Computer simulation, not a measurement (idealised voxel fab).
The following process module bears the name voxel capacitor over wiring.
Section cut is 200 nm wide and gridded with 5 nm square cells.
Cross-section = grid of square cells, listed top down in bands; band = one or more rows. Each band's line starts with the height of the band's top and of its bottom, in nm. Then come its materials from left to right, each with its width in nm. One material with "everywhere" fills the band from edge to edge. "empty" is empty space. Convention: height 0 is the level below which the wafer, as received, is all one material. The lowest band does not terminate at the bottom but continues downward, represented as "top 0, no bottom". Quick explanation for "30->40": the width changes in equal steps down the rows of cells, from the first number in the band's top row to the second number in its bottom row. "no change" for a step: no cell of the cross-section changed in that step. "Fully enclosed voids" enumerates empty spaces isolated from the top, with no open way to it, that contain at least 8 cells, giving each as width x height at distance from the left edge, all three in nm. Note: text after step settings on the step line = simulator remark on that step. Regarding "overlay nm": on a step with a mask, it is the distance the mask lay to the right of its planned place; a negative value places it to the left.
Planned process steps:
1,RECEIVE with material Si
2,CONFORMAL_DEP with material SiO2, thk nm 15
3,DIRECTIONAL_DEP with material TiN, thk nm 5
4,DIRECTIONAL_DEP with material W, thk nm 20
5,PATTERN with tone cover, mask id METAL_1, material resist, width nm 20, pitch nm 80, thk nm 15, overlay nm 0
6,DIRECTIONAL_ETCH with etch materials W, depth nm 20
7,DIRECTIONAL_ETCH with etch materials TiN, depth nm 5
8,STRIP with etch materials resist
9,CONFORMAL_DEP with material SiN, thk nm 5
10,FILL_DEP with material lowk, thk nm 10
11,CMP with height nm 40
12,CONFORMAL_DEP with material SiCN, thk nm 5
13,DIRECTIONAL_DEP with material SiO2, thk nm 20
14,MASKED_ETCH with tone open, mask id PLUG_1, width nm 15, etch materials SiO2, depth nm 20, overlay nm 0
15,MASKED_ETCH with tone open, mask id PLUG_1, width nm 15, etch materials SiCN, depth nm 5, overlay nm 0
16,CONFORMAL_DEP with material TiN, thk nm 5
17,FILL_DEP with material W, thk nm 10
18,CMP with height nm 65
19,DIRECTIONAL_DEP with material TiN, thk nm 5
20,DIRECTIONAL_DEP with material Al2O3, thk nm 5
21,DIRECTIONAL_DEP with material TiN, thk nm 10
22,MASKED_ETCH with tone cover, mask id UPPER_PLATE, width nm 65, etch materials TiN, depth nm 10, overlay nm 0
23,MASKED_ETCH with tone cover, mask id UPPER_PLATE, width nm 65, etch materials Al2O3, depth nm 5, overlay nm 0
24,DIRECTIONAL_DEP with material aC, thk nm 15
25,PATTERN with tone cover, mask id LOWER_PLATE, material resist, width nm 75, thk nm 35, overlay nm 0
26,DIRECTIONAL_ETCH with etch materials aC, depth nm 15
27,STRIP with etch materials resist
28,DIRECTIONAL_ETCH with etch materials TiN, depth nm 5
29,STRIP with etch materials aC
30,FILL_DEP with material SiO2, thk nm 15
31,CMP with height nm 95
32,MASKED_ETCH with tone open, mask id PLUG_2, width nm 15, etch materials SiO2, depth nm 10, overlay nm 0
33,CONFORMAL_DEP with material TiN, thk nm 5
34,FILL_DEP with material W, thk nm 5
35,CMP with height nm 95
36,CONFORMAL_DEP with material SiN, thk nm 5
as received, after step 1:
    top 0, no bottom | Si everywhere
    Fully enclosed voids: none
End-of-module XS, first of two wafers, run as planned:
    top 100, bottom 95 | SiN everywhere
    top 95, bottom 90 | SiO2 65 nm; TiN 5 nm; W 5 nm; TiN 5 nm; SiO2 120 nm
    top 90, bottom 85 | SiO2 65 nm; TiN 15 nm; SiO2 120 nm
    top 85, bottom 75 | SiO2 55 nm; TiN 65 nm; SiO2 80 nm
    top 75, bottom 70 | SiO2 55 nm; Al2O3 65 nm; SiO2 80 nm
    top 70, bottom 65 | SiO2 50 nm; TiN 75 nm; SiO2 75 nm
    top 65, bottom 45 | SiO2 55 nm; TiN 5 nm; W 5 nm; TiN 5 nm; SiO2 130 nm
    top 45, bottom 40 | SiCN 55 nm; TiN 15 nm; SiCN 130 nm
    top 40, bottom 20 | lowk 45 nm; SiN 5 nm; W 20 nm; SiN 5 nm; lowk 50 nm; SiN 5 nm; W 20 nm; SiN 5 nm; lowk 45 nm
    top 20, bottom 15 | SiN 50 nm; TiN 20 nm; SiN 60 nm; TiN 20 nm; SiN 50 nm
    top 15, bottom 0 | SiO2 everywhere
    top 0, no bottom | Si everywhere
    Fully enclosed voids: none
Cross-section of the latter of the two wafers at module completion. It had an identical start and an identical plan to the former; in running it, one mistake was made:
    top 100, bottom 95 | SiN everywhere
    top 95, bottom 90 | SiO2 60 nm; TiN 5 nm; W 5 nm; TiN 5 nm; SiO2 125 nm
    top 90, bottom 85 | SiO2 60 nm; TiN 15 nm; SiO2 125 nm
    top 85, bottom 75 | SiO2 55 nm; TiN 65 nm; SiO2 80 nm
    top 75, bottom 70 | SiO2 55 nm; Al2O3 65 nm; SiO2 80 nm
    top 70, bottom 65 | SiO2 50 nm; TiN 75 nm; SiO2 75 nm
    top 65, bottom 45 | SiO2 55 nm; TiN 5 nm; W 5 nm; TiN 5 nm; SiO2 130 nm
    top 45, bottom 40 | SiCN 55 nm; TiN 15 nm; SiCN 130 nm
    top 40, bottom 20 | lowk 45 nm; SiN 5 nm; W 20 nm; SiN 5 nm; lowk 50 nm; SiN 5 nm; W 20 nm; SiN 5 nm; lowk 45 nm
    top 20, bottom 15 | SiN 50 nm; TiN 20 nm; SiN 60 nm; TiN 20 nm; SiN 50 nm
    top 15, bottom 0 | SiO2 everywhere
    top 0, no bottom | Si everywhere
    Fully enclosed voids: none
Processing error: it should be noted that step 32 was executed with settings other than those planned, the operation and settings actually applied being MASKED_ETCH with tone open, mask id PLUG_2, width nm 15, etch materials SiO2, depth nm 10, overlay nm -5
Final state: per-material cell counts identical on both wafers; locations differ.
